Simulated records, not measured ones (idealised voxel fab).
Presented below is a process module, voxel air gaps.
Xsec cut, 155 nm wide, square cell size 5 nm.
Notation: cross-section as square-cell grid; stated in bands, top first, going down; one or more cell rows per band.
Band: top height; bottom height; in nm. Then, left to right: material with width in nm, for each material. "everywhere": a single material spanning edge to edge. "blank": empty space.
Height 0 is the level under which the wafer as received is all one material. The lowest band goes on downwards, as in "0 -> down".
Quick explanation for "30..40": the width changes in equal steps down the rows of cells, from the first number in the band's top row to the second number in its bottom row.
"left unchanged" for a step: no cell of the cross-section changed in that step.
The entry titled "Closed internal voids" provides the empty spaces that have no open way to the top, restricted to those of 8 cells or more. Each is presented as width x height at distance, the distance being measured from the left edge, with all three in nm.
Formally, on a step line, whatever follows the settings is a remark that the simulator itself makes on the step.
Steps that use a mask can have "overlay nm" on their line. It says how far the mask sat to the right of where it was meant to be. Negative means to the left.
PROCESS STEPS (PLANNED)
- 1: op RECEIVE | material Si
- 2: op CONFORMAL_DEP | material SiO2 | thk nm 15
- 3: op CONFORMAL_DEP | material SiCN | thk nm 5
- 4: op DIRECTIONAL_DEP | material lowk | thk nm 35
- 5: op PATTERN | tone open | mask id LINES | material resist | width nm 15 | pitch nm 40 | thk nm 15 | overlay nm 0
- 6: op DIRECTIONAL_ETCH | etch materials lowk | depth nm 35
- 7: op STRIP | etch materials resist
- 8: op CONFORMAL_DEP | material TiN | thk nm 5
- 9: op FILL_DEP | material W | thk nm 5
- 10: op CMP | height nm 55
- 11: op EPI | material Ru | thk nm 10
- 12: op SELECTIVE_ETCH | etch materials lowk | depth nm 45
- 13: op CONFORMAL_DEP | material SiCN | thk nm 5
THE CROSS-SECTION HERE SHOWS THE WAFER AS RECEIVED, I.E. IN ITS STATE AFTER STEP 1
	0 -> down = Si everywhere
	Closed internal voids: none
END-OF-MODULE CROSS-SECTION. STARTING STRUCTURE AND PROCESS PLAN AS ABOVE; ONE MISTAKE MADE IN RUNNING IT
	70 -> 65 = blank 15; SiCN 125; blank 15
	65 -> 55 = blank 15; SiCN 5; Ru 35; SiCN 5; Ru 35; SiCN 5; Ru 35; SiCN 5; blank 15
	55 -> 50 = blank 15; SiCN 15; TiN 5; W 5; TiN 5; SiCN 25; TiN 5; W 5; TiN 5; SiCN 25; TiN 5; W 5; TiN 5; SiCN 15; blank 15
	50 -> 25 = blank 25; SiCN 5; TiN 5; W 5; TiN 5; SiCN 5; blank 15; SiCN 5; TiN 5; W 5; TiN 5; SiCN 5; blank 15; SiCN 5; TiN 5; W 5; TiN 5; SiCN 5; blank 25
	25 -> 20 = SiCN 30; TiN 15; SiCN 25; TiN 15; SiCN 25; TiN 15; SiCN 30
	20 -> 0 = SiCN everywhere
	0 -> down = Si everywhere
	Closed internal voids: 15 x 25 at 50; 15 x 25 at 90
Deviation noted in wafer processing: step 2 deviated from plan and actually ran as op CONFORMAL_DEP | material SiCN | thk nm 15
